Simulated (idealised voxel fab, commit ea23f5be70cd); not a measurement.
process module | voxel gate over fins
cross-section cut | 290 nm wide | cells 5 nm
A cross-section is a grid of square cells, given in bands from the top down. A band is one or more rows of cells.
Each band's line starts with the height of the band's top and of its bottom, in nm. Then come its materials from left to right, each with its width in nm. One material with "throughout" fills the band from edge to edge. "air" is empty space.
Height 0 is the level under which the wafer as received is all one material. The lowest band goes on downwards, as in "0 down".
A width such as "30 to 40" changes by the same amount from each row of cells to the next, from the band's top row to its bottom row.
"no change" after a step means that no cell of the cross-section changed.
closed voids: empty space of 8 cells or more with no open way to the top, each as width x height at its distance from the left edge, in nm
after a step's settings: what the simulator itself notes on the step
overlay nm, on a step with a mask: how far to the right of its planned place the mask lay; to the left if negative
plan
1 op RECEIVE | material Si
2 op CONFORMAL_DEP | material SiN | thk nm 5
3 op PATTERN | tone cover | mask id FINS | material resist | width nm 15 | pitch nm 40 | thk nm 15 | overlay nm 0
4 op DIRECTIONAL_ETCH | etch materials SiN | depth nm 5
5 op DIRECTIONAL_ETCH | etch materials Si | depth nm 35
6 op STRIP | etch materials resist
7 op OXIDIZE | depth nm 5
8 op FILL_DEP | material SiO2 | thk nm 5
9 op CMP | height nm 5
10 op SELECTIVE_ETCH | etch materials SiO2 | depth nm 20
11 op STRIP | etch materials SiN
12 op CONFORMAL_DEP | material HfO2 | thk nm 5
13 op CONFORMAL_DEP | material TiN | thk nm 5
14 op FILL_DEP | material W | thk nm 15
15 op CMP | height nm 20
16 op CONFORMAL_DEP | material SiN | thk nm 10
first wafer, as planned
as received, after step 1
  0 down: Si throughout
  closed voids: none
after step 2
  5 to 0: SiN throughout
  below 0: unchanged
after step 3
  20 to 5: air 75 | resist 15 | air 25 | resist 15 | air 25 | resist 15 | air 25 | resist 15 | air 80
  below 5: unchanged
after step 4
  20 to 5: air 75 | resist 15 | air 25 | resist 15 | air 25 | resist 15 | air 25 | resist 15 | air 80
  5 to 0: air 75 | SiN 15 | air 25 | SiN 15 | air 25 | SiN 15 | air 25 | SiN 15 | air 80
  below 0: unchanged
after step 5
  20 to 5: air 75 | resist 15 | air 25 | resist 15 | air 25 | resist 15 | air 25 | resist 15 | air 80
  5 to 0: air 75 | SiN 15 | air 25 | SiN 15 | air 25 | SiN 15 | air 25 | SiN 15 | air 80
  0 to -35: air 75 | Si 15 | air 25 | Si 15 | air 25 | Si 15 | air 25 | Si 15 | air 80
  below -35: unchanged
after step 6
  5 to 0: air 75 | SiN 15 | air 25 | SiN 15 | air 25 | SiN 15 | air 25 | SiN 15 | air 80
  below 0: unchanged
after step 7
  5 to 0: air 75 | SiN 15 | air 25 | SiN 15 | air 25 | SiN 15 | air 25 | SiN 15 | air 80
  0 to -35: air 75 | SiO2 5 | Si 5 | SiO2 5 | air 25 | SiO2 5 | Si 5 | SiO2 5 | air 25 | SiO2 5 | Si 5 | SiO2 5 | air 25 | SiO2 5 | Si 5 | SiO2 5 | air 80
  -35 to -40: SiO2 80 | Si 5 | SiO2 35 | Si 5 | SiO2 35 | Si 5 | SiO2 35 | Si 5 | SiO2 85
  below -40: unchanged
after step 8
  10 to 5: SiO2 throughout
  5 to 0: SiO2 75 | SiN 15 | SiO2 25 | SiN 15 | SiO2 25 | SiN 15 | SiO2 25 | SiN 15 | SiO2 80
  0 to -40: SiO2 80 | Si 5 | SiO2 35 | Si 5 | SiO2 35 | Si 5 | SiO2 35 | Si 5 | SiO2 85
  below -40: unchanged
after step 9
  5 to 0: SiO2 75 | SiN 15 | SiO2 25 | SiN 15 | SiO2 25 | SiN 15 | SiO2 25 | SiN 15 | SiO2 80
  below 0: unchanged
after step 10
  5 to 0: air 75 | SiN 15 | air 25 | SiN 15 | air 25 | SiN 15 | air 25 | SiN 15 | air 80
  0 to -15: air 80 | Si 5 | air 35 | Si 5 | air 35 | Si 5 | air 35 | Si 5 | air 85
  below -15: unchanged
after step 11
  0 to -15: air 80 | Si 5 | air 35 | Si 5 | air 35 | Si 5 | air 35 | Si 5 | air 85
  below -15: unchanged
after step 12
  5 to 0: air 75 | HfO2 15 | air 25 | HfO2 15 | air 25 | HfO2 15 | air 25 | HfO2 15 | air 80
  0 to -10: air 75 | HfO2 5 | Si 5 | HfO2 5 | air 25 | HfO2 5 | Si 5 | HfO2 5 | air 25 | HfO2 5 | Si 5 | HfO2 5 | air 25 | HfO2 5 | Si 5 | HfO2 5 | air 80
  -10 to -15: HfO2 80 | Si 5 | HfO2 35 | Si 5 | HfO2 35 | Si 5 | HfO2 35 | Si 5 | HfO2 85
  below -15: unchanged
after step 13
  10 to 5: air 70 | TiN 25 | air 15 | TiN 25 | air 15 | TiN 25 | air 15 | TiN 25 | air 75
  5 to 0: air 70 | TiN 5 | HfO2 15 | TiN 5 | air 15 | TiN 5 | HfO2 15 | TiN 5 | air 15 | TiN 5 | HfO2 15 | TiN 5 | air 15 | TiN 5 | HfO2 15 | TiN 5 | air 75
  0 to -5: air 70 | TiN 5 | HfO2 5 | Si 5 | HfO2 5 | TiN 5 | air 15 | TiN 5 | HfO2 5 | Si 5 | HfO2 5 | TiN 5 | air 15 | TiN 5 | HfO2 5 | Si 5 | HfO2 5 | TiN 5 | air 15 | TiN 5 | HfO2 5 | Si 5 | HfO2 5 | TiN 5 | air 75
  -5 to -10: TiN 75 | HfO2 5 | Si 5 | HfO2 5 | TiN 25 | HfO2 5 | Si 5 | HfO2 5 | TiN 25 | HfO2 5 | Si 5 | HfO2 5 | TiN 25 | HfO2 5 | Si 5 | HfO2 5 | TiN 80
  below -10: unchanged
after step 14
  25 to 10: W throughout
  10 to 5: W 70 | TiN 25 | W 15 | TiN 25 | W 15 | TiN 25 | W 15 | TiN 25 | W 75
  5 to 0: W 70 | TiN 5 | HfO2 15 | TiN 5 | W 15 | TiN 5 | HfO2 15 | TiN 5 | W 15 | TiN 5 | HfO2 15 | TiN 5 | W 15 | TiN 5 | HfO2 15 | TiN 5 | W 75
  0 to -5: W 70 | TiN 5 | HfO2 5 | Si 5 | HfO2 5 | TiN 5 | W 15 | TiN 5 | HfO2 5 | Si 5 | HfO2 5 | TiN 5 | W 15 | TiN 5 | HfO2 5 | Si 5 | HfO2 5 | TiN 5 | W 15 | TiN 5 | HfO2 5 | Si 5 | HfO2 5 | TiN 5 | W 75
  below -5: unchanged
after step 15
  20 to 10: W throughout
  below 10: unchanged
after step 16
  30 to 20: SiN throughout
  below 20: unchanged
second wafer: like start, like plan, one mistake. Through step 11 it matches the first wafer
when step 12 should have ended
  5 to 0: air 75 | TiN 15 | air 25 | TiN 15 | air 25 | TiN 15 | air 25 | TiN 15 | air 80
  0 to -10: air 75 | TiN 5 | Si 5 | TiN 5 | air 25 | TiN 5 | Si 5 | TiN 5 | air 25 | TiN 5 | Si 5 | TiN 5 | air 25 | TiN 5 | Si 5 | TiN 5 | air 80
  -10 to -15: TiN 80 | Si 5 | TiN 35 | Si 5 | TiN 35 | Si 5 | TiN 35 | Si 5 | TiN 85
  below -15: unchanged
when step 13 should have ended
  10 to 5: air 70 | HfO2 25 | air 15 | HfO2 25 | air 15 | HfO2 25 | air 15 | HfO2 25 | air 75
  5 to 0: air 70 | HfO2 5 | TiN 15 | HfO2 5 | air 15 | HfO2 5 | TiN 15 | HfO2 5 | air 15 | HfO2 5 | TiN 15 | HfO2 5 | air 15 | HfO2 5 | TiN 15 | HfO2 5 | air 75
  0 to -5: air 70 | HfO2 5 | TiN 5 | Si 5 | TiN 5 | HfO2 5 | air 15 | HfO2 5 | TiN 5 | Si 5 | TiN 5 | HfO2 5 | air 15 | HfO2 5 | TiN 5 | Si 5 | TiN 5 | HfO2 5 | air 15 | HfO2 5 | TiN 5 | Si 5 | TiN 5 | HfO2 5 | air 75
  -5 to -10: HfO2 75 | TiN 5 | Si 5 | TiN 5 | HfO2 25 | TiN 5 | Si 5 | TiN 5 | HfO2 25 | TiN 5 | Si 5 | TiN 5 | HfO2 25 | TiN 5 | Si 5 | TiN 5 | HfO2 80
  below -10: unchanged
when step 14 should have ended
  25 to 10: W throughout
  10 to 5: W 70 | HfO2 25 | W 15 | HfO2 25 | W 15 | HfO2 25 | W 15 | HfO2 25 | W 75
  5 to 0: W 70 | HfO2 5 | TiN 15 | HfO2 5 | W 15 | HfO2 5 | TiN 15 | HfO2 5 | W 15 | HfO2 5 | TiN 15 | HfO2 5 | W 15 | HfO2 5 | TiN 15 | HfO2 5 | W 75
  0 to -5: W 70 | HfO2 5 | TiN 5 | Si 5 | TiN 5 | HfO2 5 | W 15 | HfO2 5 | TiN 5 | Si 5 | TiN 5 | HfO2 5 | W 15 | HfO2 5 | TiN 5 | Si 5 | TiN 5 | HfO2 5 | W 15 | HfO2 5 | TiN 5 | Si 5 | TiN 5 | HfO2 5 | W 75
  below -5: unchanged
when step 15 should have ended
  20 to 10: W throughout
  below 10: unchanged
when step 16 should have ended
  30 to 20: SiN throughout
  below 20: unchanged
what went wrong: steps 12 and 13 were swapped
at the end the second wafer has, in cells: as many of each material as the first, in other places
